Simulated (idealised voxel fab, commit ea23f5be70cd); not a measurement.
process module | voxel quadruple lines
cross-section cut | 190 nm wide | cells 5 nm
A cross-section is a grid of square cells, given in bands from the top down. A band is one or more rows of cells.
Each band's line starts with the height of the band's top and of its bottom, in nm. Then come its materials from left to right, each with its width in nm. One material with "throughout" fills the band from edge to edge. "air" is empty space.
Height 0 is the level under which the wafer as received is all one material. The lowest band goes on downwards, as in "0 down".
A width such as "30 to 40" changes by the same amount from each row of cells to the next, from the band's top row to its bottom row.
"no change" after a step means that no cell of the cross-section changed.
closed voids: empty space of 8 cells or more with no open way to the top, each as width x height at its distance from the left edge, in nm
after a step's settings: what the simulator itself notes on the step
overlay nm, on a step with a mask: how far to the right of its planned place the mask lay; to the left if negative
plan
1 op RECEIVE | material Si
2 op CONFORMAL_DEP | material SiO2 | thk nm 10
3 op DIRECTIONAL_DEP | material W | thk nm 15
4 op DIRECTIONAL_DEP | material polySi | thk nm 15
5 op DIRECTIONAL_DEP | material aC | thk nm 25
6 op PATTERN | tone cover | mask id MANDREL | material resist | width nm 15 | pitch nm 60 | thk nm 30 | overlay nm 0
7 op DIRECTIONAL_ETCH | etch materials aC | depth nm 25
8 op STRIP | etch materials resist
9 op CONFORMAL_DEP | material SiO2 | thk nm 10
10 op DIRECTIONAL_ETCH | etch materials SiO2 | depth nm 10
11 op STRIP | etch materials aC
12 op DIRECTIONAL_ETCH | etch materials polySi | depth nm 15
13 op STRIP | etch materials SiO2
14 op CONFORMAL_DEP | material SiCN | thk nm 5
15 op DIRECTIONAL_ETCH | etch materials SiCN | depth nm 5
16 op STRIP | etch materials polySi
17 op DIRECTIONAL_ETCH | etch materials W | depth nm 15
18 op STRIP | etch materials SiCN
varied across the wafers: width nm of step 6. The plan shows the first wafer's value. All wafers start alike
first wafer as received, after step 1
  0 down: Si throughout
  closed voids: none
first wafer at the end, after step 18
  25 to 10: air 45 | W 5 | air 10 | W 5 | air 5 | W 5 | air 10 | W 5 | air 15 | W 5 | air 10 | W 5 | air 5 | W 5 | air 10 | W 5 | air 40
  10 to 0: SiO2 throughout
  0 down: Si throughout
  closed voids: none
last wafer at the end
  25 to 10: air 35 | W 5 | air 10 | W 5 | air 25 | W 5 | air 10 | W 5 | air 10 | W 5 | air 25 | W 5 | air 10 | W 5 | air 30
  10 to 0: SiO2 throughout
  0 down: Si throughout
  closed voids: none
each wafer at the end: cells of each material gained (+) or lost (-) since it was received, then its closed voids
width nm 15 | +76 SiO2 | +24 W | closed voids: none
width nm 20 | +76 SiO2 | +24 W | closed voids: none
width nm 25 | +76 SiO2 | +24 W | closed voids: none
width nm 30 | +76 SiO2 | +24 W | closed voids: none
width nm 35 | +76 SiO2 | +21 W | closed voids: none
